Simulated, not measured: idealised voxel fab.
process module | voxel spacer lines
cross-section cut | 225 nm wide | cells 5 nm
A cross-section is a grid of square cells, given in bands from the top down. A band is one or more rows of cells.
Each band's line starts with the height of the band's top and of its bottom, in nm. Then come its materials from left to right, each with its width in nm. One material with "throughout" fills the band from edge to edge. "air" is empty space.
Height 0 is the level under which the wafer as received is all one material. The lowest band goes on downwards, as in "0 down".
A width such as "30 to 40" changes by the same amount from each row of cells to the next, from the band's top row to its bottom row.
"no change" after a step means that no cell of the cross-section changed.
closed voids: empty space of 8 cells or more with no open way to the top, each as width x height at its distance from the left edge, in nm
after a step's settings: what the simulator itself notes on the step
overlay nm, on a step with a mask: how far to the right of its planned place the mask lay; to the left if negative
plan
1 op RECEIVE | material Si
2 op CONFORMAL_DEP | material SiO2 | thk nm 10
3 op DIRECTIONAL_DEP | material TiN | thk nm 10
4 op DIRECTIONAL_DEP | material polySi | thk nm 20
5 op PATTERN | tone cover | mask id MANDREL | material resist | width nm 20 | pitch nm 70 | thk nm 30 | overlay nm 0
6 op DIRECTIONAL_ETCH | etch materials polySi | depth nm 20
7 op STRIP | etch materials resist
8 op CONFORMAL_DEP | material SiN | thk nm 15
9 op DIRECTIONAL_ETCH | etch materials SiN | depth nm 15
10 op STRIP | etch materials polySi
11 op DIRECTIONAL_ETCH | etch materials TiN | depth nm 10
12 op STRIP | etch materials SiN
as received, after step 1
  0 down: Si throughout
  closed voids: none
a wafer at the end: this start, this plan, one mistake
  40 to 20: air 30 | polySi 20 | air 50 | polySi 20 | air 50 | polySi 20 | air 35
  20 to 10: air 30 | TiN 20 | air 50 | TiN 20 | air 50 | TiN 20 | air 35
  10 to 0: SiO2 throughout
  0 down: Si throughout
  closed voids: none
what went wrong: step 10 ran as: op STRIP | etch materials SiN
